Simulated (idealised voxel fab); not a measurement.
The name of this process module is voxel trench capacitor.
Displayed cross-section: cut, width of 290 nm, square cells sized 5 nm.
Just so we're on the same page, the cross-sections are grids of square cells, and they're listed out in bands top to bottom, each band one or more rows deep. What a band's entry tells you: where the top is and where the bottom is, as heights in nm, and after that what lies inside, material by material from left to right, each with its width in nm. Empty space is written as the word "empty", and a single material marked with the word "all across" occupies the band from edge to edge. Zero point of the height axis is 0; under it, received wafer = one material. Lowest band: continues down indefinitely, "top 0, no bottom". Width "30..40": first value at the band's top row of cells, second value at its bottom row, equal change from row to row. Where the words "same as before" appear for a step, the cross-section shows no cell changed by that step; every cell remained as before. Heads up: "Enclosed cavity list" only lists the empty pockets with no open path to the top that are 8 cells or more, and it writes them as width x height at distance, distance from the left edge, in nm. It should be noted that, on the line of a given step, the content following the step's settings is a remark produced by the simulator itself with respect to that step. "overlay nm" answers the question of how far to the right of plan the mask lay on a step that has a mask, and when it is negative the answer is to the left.
## Intended process steps
- 1: RECEIVE (material Si)
- 2: CONFORMAL_DEP (material SiN; thk nm 5)
- 3: DIRECTIONAL_DEP (material aC; thk nm 15)
- 4: PATTERN (tone open; mask id TRENCH; material resist; width nm 20; pitch nm 35; thk nm 30; overlay nm 0)
- 5: DIRECTIONAL_ETCH (etch materials aC; depth nm 15)
- 6: STRIP (etch materials resist)
- 7: DIRECTIONAL_ETCH (etch materials SiN; depth nm 5)
- 8: DIRECTIONAL_ETCH (etch materials Si; depth nm 30)
- 9: STRIP (etch materials aC)
- 10: CONFORMAL_DEP (material Al2O3; thk nm 5)
- 11: FILL_DEP (material polySi; thk nm 10)
- 12: CMP (height nm 5)
## Below: the first of two wafers, run as planned
## Cross-section, incoming material, after step 1
* top 0, no bottom  Si all across
* Enclosed cavity list: none
## Cross-sectional representation of the wafer at the conclusion of step 2
* top 5, bottom 0  SiN all across
* Note: structure below 0 unchanged.
## Cross-sectional representation of the wafer at the conclusion of step 3
* top 20, bottom 5  aC all across
* Note: structure below 5 unchanged.
## Cross-sectional representation of the wafer at the conclusion of step 4
* top 50, bottom 20  resist 115 / empty 20 / resist 15 / empty 20 / resist 120
* Note: structure below 20 unchanged.
## Cross-sectional representation of the wafer at the conclusion of step 5
* top 35, bottom 20  resist 115 / empty 20 / resist 15 / empty 20 / resist 120
* top 20, bottom 5  aC 115 / empty 20 / aC 15 / empty 20 / aC 120
* Note: structure below 5 unchanged.
## Cross-sectional representation of the wafer at the conclusion of step 6
* top 20, bottom 5  aC 115 / empty 20 / aC 15 / empty 20 / aC 120
* Note: structure below 5 unchanged.
## Cross-sectional representation of the wafer at the conclusion of step 7
* top 20, bottom 5  aC 115 / empty 20 / aC 15 / empty 20 / aC 120
* top 5, bottom 0  SiN 115 / empty 20 / SiN 15 / empty 20 / SiN 120
* Note: structure below 0 unchanged.
## Cross-sectional representation of the wafer at the conclusion of step 8
* top 20, bottom 5  aC 115 / empty 20 / aC 15 / empty 20 / aC 120
* top 5, bottom 0  SiN 115 / empty 20 / SiN 15 / empty 20 / SiN 120
* top 0, bottom -30  Si 115 / empty 20 / Si 15 / empty 20 / Si 120
* Note: structure below -30 unchanged.
## Cross-sectional representation of the wafer at the conclusion of step 9
* top 5, bottom 0  SiN 115 / empty 20 / SiN 15 / empty 20 / SiN 120
* Note: structure below 0 unchanged.
## Cross-sectional representation of the wafer at the conclusion of step 10
* top 10, bottom 5  Al2O3 120 / empty 10 / Al2O3 25 / empty 10 / Al2O3 125
* top 5, bottom 0  SiN 115 / Al2O3 5 / empty 10 / Al2O3 5 / SiN 15 / Al2O3 5 / empty 10 / Al2O3 5 / SiN 120
* top 0, bottom -25  Si 115 / Al2O3 5 / empty 10 / Al2O3 5 / Si 15 / Al2O3 5 / empty 10 / Al2O3 5 / Si 120
* top -25, bottom -30  Si 115 / Al2O3 20 / Si 15 / Al2O3 20 / Si 120
* Note: structure below -30 unchanged.
## Cross-sectional representation of the wafer at the conclusion of step 11
* top 20, bottom 10  polySi all across
* top 10, bottom 5  Al2O3 120 / polySi 10 / Al2O3 25 / polySi 10 / Al2O3 125
* top 5, bottom 0  SiN 115 / Al2O3 5 / polySi 10 / Al2O3 5 / SiN 15 / Al2O3 5 / polySi 10 / Al2O3 5 / SiN 120
* top 0, bottom -25  Si 115 / Al2O3 5 / polySi 10 / Al2O3 5 / Si 15 / Al2O3 5 / polySi 10 / Al2O3 5 / Si 120
* Note: structure below -25 unchanged.
## Cross-sectional representation of the wafer at the conclusion of step 12
* top 5, bottom 0  SiN 115 / Al2O3 5 / polySi 10 / Al2O3 5 / SiN 15 / Al2O3 5 / polySi 10 / Al2O3 5 / SiN 120
* Note: structure below 0 unchanged.
## Wafer two of two - same starting point, same process plan, one mistake in execution; matches wafer one up to and including step 7
## What the second wafer looks like in cross-section when step 8 should have wrapped up
* top 20, bottom 5  aC 115 / empty 20 / aC 15 / empty 20 / aC 120
* top 5, bottom 0  SiN 115 / empty 20 / SiN 15 / empty 20 / SiN 120
* top 0, bottom -20  Si 115 / empty 20 / Si 15 / empty 20 / Si 120
* Note: structure below -20 unchanged.
## What the second wafer looks like in cross-section when step 9 should have wrapped up
* top 5, bottom 0  SiN 115 / empty 20 / SiN 15 / empty 20 / SiN 120
* Note: structure below 0 unchanged.
## What the second wafer looks like in cross-section when step 10 should have wrapped up
* top 10, bottom 5  Al2O3 120 / empty 10 / Al2O3 25 / empty 10 / Al2O3 125
* top 5, bottom 0  SiN 115 / Al2O3 5 / empty 10 / Al2O3 5 / SiN 15 / Al2O3 5 / empty 10 / Al2O3 5 / SiN 120
* top 0, bottom -15  Si 115 / Al2O3 5 / empty 10 / Al2O3 5 / Si 15 / Al2O3 5 / empty 10 / Al2O3 5 / Si 120
* top -15, bottom -20  Si 115 / Al2O3 20 / Si 15 / Al2O3 20 / Si 120
* Note: structure below -20 unchanged.
## What the second wafer looks like in cross-section when step 11 should have wrapped up
* top 20, bottom 10  polySi all across
* top 10, bottom 5  Al2O3 120 / polySi 10 / Al2O3 25 / polySi 10 / Al2O3 125
* top 5, bottom 0  SiN 115 / Al2O3 5 / polySi 10 / Al2O3 5 / SiN 15 / Al2O3 5 / polySi 10 / Al2O3 5 / SiN 120
* top 0, bottom -15  Si 115 / Al2O3 5 / polySi 10 / Al2O3 5 / Si 15 / Al2O3 5 / polySi 10 / Al2O3 5 / Si 120
* Note: structure below -15 unchanged.
## What the second wafer looks like in cross-section when step 12 should have wrapped up
* top 5, bottom 0  SiN 115 / Al2O3 5 / polySi 10 / Al2O3 5 / SiN 15 / Al2O3 5 / polySi 10 / Al2O3 5 / SiN 120
* Note: structure below 0 unchanged.
The plan and the run diverged here: step 8 off recipe, ran as DIRECTIONAL_ETCH (etch materials Si; depth nm 20)
Final difference in cells, second wafer against first, listed per material as more or fewer: Al2O3: 8 fewer, Si: 16 more, polySi: 8 fewer
